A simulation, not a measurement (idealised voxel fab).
You're looking at the process module voxel ribs on slabs.
It is cross-section cut that appears here, measuring 285 nm in width, its square cells being 5 nm in size.
A cross-section is written here as square cells arranged in a grid, and it is given in bands from the top down, each band taking up one or more rows of cells. For a band, the entry starts with two heights in nm, that of the top and then that of the bottom, and carries on with the band's materials in order from left to right, each alongside its width in nm; the word "everywhere" beside a single material means it fills the band edge to edge, and "air" means empty space. Ref level 0: as-received wafer is one material below here. Bottom band extends down with no lower bound ("from 0 down"). Quick explanation for "30 to 40": the width changes in equal steps down the rows of cells, from the first number in the band's top row to the second number in its bottom row. "remains unaltered" after a step means that no cell of the cross-section changed. Listed in "Enclosed void catalog": every empty space of 8 or more cells without an open way to the top. Form: width x height at distance, the distance being from the left edge, all in nm. On a step's line, text after the settings is the simulator commenting on that step. overlay nm: on a step with a mask, how far right of its planned place the mask lay; negative means left.
### Here's what the planned process steps look like
step 1: RECEIVE,material Si
step 2: DIRECTIONAL_DEP,material SiO2,thk nm 30
step 3: DIRECTIONAL_DEP,material SiN,thk nm 15
step 4: DIRECTIONAL_DEP,material aC,thk nm 10
step 5: PATTERN,tone cover,mask id RIB,material resist,width nm 15,thk nm 25,overlay nm 0
step 6: DIRECTIONAL_ETCH,etch materials aC,depth nm 10
step 7: STRIP,etch materials resist
step 8: DIRECTIONAL_ETCH,etch materials SiN,depth nm 10
step 9: STRIP,etch materials aC
step 10: PATTERN,tone cover,mask id SLAB,material resist,width nm 45,thk nm 15,overlay nm 0
step 11: DIRECTIONAL_ETCH,etch materials SiN,depth nm 5
step 12: STRIP,etch materials resist
step 13: FILL_DEP,material SiO2,thk nm 25
step 14: CMP,height nm 65
step 15: DIRECTIONAL_DEP,material W,thk nm 5
step 16: MASKED_ETCH,tone cover,mask id HEATER,width nm 25,etch materials W,depth nm 5,overlay nm -15
step 17: CONFORMAL_DEP,material SiO2,thk nm 5
The wafers are alike at the start. At step 16, their overlay nm differs. The plan lists the first wafer's value.
### As-received cross-section, first of several wafers, post step 1
from 0 down = Si everywhere
Enclosed void catalog: none
### Tabulated below, wafer by wafer, are the end-of-module results: for each material, the number of cells gained (+) or lost (-) relative to the as-received state, followed by the closed voids
overlay nm -15 | +15 SiN | +785 SiO2 | +5 W | Enclosed void catalog: none
overlay nm -10 | +15 SiN | +785 SiO2 | +5 W | Enclosed void catalog: none
overlay nm -5 | +15 SiN | +785 SiO2 | +5 W | Enclosed void catalog: none
overlay nm 0 | +15 SiN | +785 SiO2 | +5 W | Enclosed void catalog: none
overlay nm 5 | +15 SiN | +785 SiO2 | +5 W | Enclosed void catalog: none
overlay nm 10 | +15 SiN | +785 SiO2 | +5 W | Enclosed void catalog: none
overlay nm 15 | +15 SiN | +785 SiO2 | +5 W | Enclosed void catalog: none
